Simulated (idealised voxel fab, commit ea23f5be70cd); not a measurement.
Process module heading - voxel self aligned contacts
Square cell edge 5 nm, section width 235 nm, ID cut.
A cross-section is written here as square cells arranged in a grid, and it is given in bands from the top down, each band taking up one or more rows of cells.
What a band's entry tells you: where the top is and where the bottom is, as heights in nm, and after that what lies inside, material by material from left to right, each with its width in nm. Empty space is written as the word "empty", and a single material marked with the word "edge to edge" occupies the band from edge to edge.
Heights from 0 (as-received wafer is one material below). Bottom band endless downward, as "0..down".
The width entry "30..40" should be interpreted row by row: the top row of cells in the band takes the first number, the bottom row takes the second number, and the change between adjacent rows is uniform throughout.
Step note "nothing different" = no cross-section cell changed.
You'll see "Non-vented voids" listing empty spaces that have no way open to the top, as long as they're 8 cells or more; the notation is width x height at distance, where the distance is from the left edge, and all of it is in nm.
That trailing text on a step's line, after the settings, is the simulator's own remark on the step.
overlay nm: how far to the right of its planned place the mask lay on this masked step (negative: to the left).
The planned process steps are enumerated hereunder:
1: RECEIVE, material Si
2: CONFORMAL_DEP, material SiO2, thk nm 5
3: DIRECTIONAL_DEP, material polySi, thk nm 30
4: DIRECTIONAL_DEP, material SiN, thk nm 20
5: DIRECTIONAL_DEP, material aC, thk nm 10
6: PATTERN, tone cover, mask id GATE, material resist, width nm 30, pitch nm 65, thk nm 25, overlay nm 0
7: DIRECTIONAL_ETCH, etch materials aC, depth nm 10
8: STRIP, etch materials resist
9: DIRECTIONAL_ETCH, etch materials SiN, depth nm 20
10: DIRECTIONAL_ETCH, etch materials polySi, depth nm 30
11: STRIP, etch materials aC
12: CONFORMAL_DEP, material SiN, thk nm 10
13: DIRECTIONAL_ETCH, etch materials SiN, depth nm 10
14: FILL_DEP, material SiO2, thk nm 15
15: CMP, height nm 65
16: PATTERN, tone open, mask id CONTACT, material resist, width nm 45, thk nm 20, overlay nm 0
17: DIRECTIONAL_ETCH, etch materials SiO2, depth nm 65
18: STRIP, etch materials resist
19: CONFORMAL_DEP, material TiN, thk nm 5
20: FILL_DEP, material Ru, thk nm 5
21: CMP, height nm 65
22: CONFORMAL_DEP, material SiN, thk nm 5
Incoming wafer, cross-sectional view, post step 1:
* 0..down  Si edge to edge
* Non-vented voids: none
Cross-sectional view of the first of the two wafers upon completion of the module, processed in accordance with the plan:
* 70..65  SiN edge to edge
* 65..55  95 of SiO2, 5..20 of TiN, 35..5 of Ru, 5..20 of TiN, 95 of SiO2
* 55..35  60 of SiO2, 50 of SiN, 5 of TiN, 5 of Ru, 5 of TiN, 50 of SiN, 60 of SiO2
* 35..5  60 of SiO2, 10 of SiN, 30 of polySi, 10 of SiN, 5 of TiN, 5 of Ru, 5 of TiN, 10 of SiN, 30 of polySi, 10 of SiN, 60 of SiO2
* 5..0  110 of SiO2, 15 of TiN, 110 of SiO2
* 0..down  Si edge to edge
* Non-vented voids: none
Cross-section of the latter of the two wafers at module completion. It had an identical start and an identical plan to the former; in running it, one mistake was made:
* 70..65  SiN edge to edge
* 65..55  85 of SiO2, 5..30 of TiN, 35..5 of Ru, 5..10 of TiN, 105 of SiO2
* 55..35  60 of SiO2, 50 of SiN, 5 of TiN, 5 of Ru, 5 of TiN, 50 of SiN, 60 of SiO2
* 35..5  60 of SiO2, 10 of SiN, 30 of polySi, 10 of SiN, 5 of TiN, 5 of Ru, 5 of TiN, 10 of SiN, 30 of polySi, 10 of SiN, 60 of SiO2
* 5..0  110 of SiO2, 15 of TiN, 110 of SiO2
* 0..down  Si edge to edge
* Non-vented voids: none
What went wrong in running the wafer? planned and actual differ for step 16; actual: PATTERN, tone open, mask id CONTACT, material resist, width nm 45, thk nm 20, overlay nm -10
Tallied in cells, the final second wafer holds each material in the same quantity as the first, although not at the same places.
